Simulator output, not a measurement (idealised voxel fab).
process module | voxel spacer lines
The cross-section on display is named cut; it measures 205 nm wide, and its cells are 5 nm squares.
Reading order for cross-sections: top band down to bottom band. Underlying form: a grid of square cells. Band size: one or more rows of cells. It is stipulated that each band's entry specify, in nanometres, the height of the top of the band and then that of its bottom, followed by the materials of the band in left-to-right sequence, each together with its width in nanometres. A single material marked by the word "full width" is understood to fill the band from edge to edge; the word "empty" is understood to denote empty space. Heights are expressed relative to 0, this being the level below which the as-received wafer comprises one material exclusively. The lowest band is unbounded in the downward direction and is denoted as in "0 nm and below". So if you see something like "30 to 40" for the width, read it as the top row of the band sitting at the first number and the bottom row at the second, with every row in between moving by the same amount as the last. No cell of the cross-section changed in a step that is given as "same as before". Entry "Closed empty spaces" = empty spaces >= 8 cells with no open way to the top; each as width x height at distance, distance from left edge, all nm. On each step's line, the part that comes after the settings is the simulator's own comment on the step. A step line may carry the setting "overlay nm", which, for steps involving a mask, states the distance by which the mask lay to the right of its intended position; negative values denote displacement to the left.

**Here's what the planned process steps look like**
- 1: RECEIVE: material Si
- 2: CONFORMAL_DEP: material Al2O3, thk nm 10
- 3: DIRECTIONAL_DEP: material W, thk nm 15
- 4: DIRECTIONAL_DEP: material aC, thk nm 20
- 5: PATTERN: tone cover, mask id MANDREL, material resist, width nm 15, pitch nm 50, thk nm 25, overlay nm 0
- 6: DIRECTIONAL_ETCH: etch materials aC, depth nm 20
- 7: STRIP: etch materials resist
- 8: CONFORMAL_DEP: material SiO2, thk nm 10
- 9: DIRECTIONAL_ETCH: etch materials SiO2, depth nm 10
- 10: STRIP: etch materials aC
- 11: DIRECTIONAL_ETCH: etch materials W, depth nm 15
- 12: STRIP: etch materials SiO2
- 13: FILL_DEP: material SiO2, thk nm 10
- 14: CMP: height nm 25

**Delivered wafer in cross-section: state after step 1**
* 0 nm and below | Si full width
* Closed empty spaces: none

**Cross-section: first of two wafers, module finished, run according to plan**
* 25 nm to 10 nm | SiO2: 60, W: 10, SiO2: 15, W: 10, SiO2: 15, W: 10, SiO2: 15, W: 10, SiO2: 60
* 10 nm to 0 nm | Al2O3 full width
* 0 nm and below | Si full width
* Closed empty spaces: none

**Cross-section, second wafer: same start as the first, same plan as the first, one mistake in running it; taken at the end of the module**
* 25 nm to 15 nm | SiO2 full width
* 15 nm to 0 nm | SiO2: 60, W: 10, SiO2: 15, W: 10, SiO2: 15, W: 10, SiO2: 15, W: 10, SiO2: 60
* 0 nm and below | Si full width
* Closed empty spaces: none
Which mistake was made when the wafer was run? the plan's step 2 was left out and never carried out
Per the end-of-run cell counts, the second wafer holds more or fewer of some materials than the first: -82 Al2O3, +82 SiO2
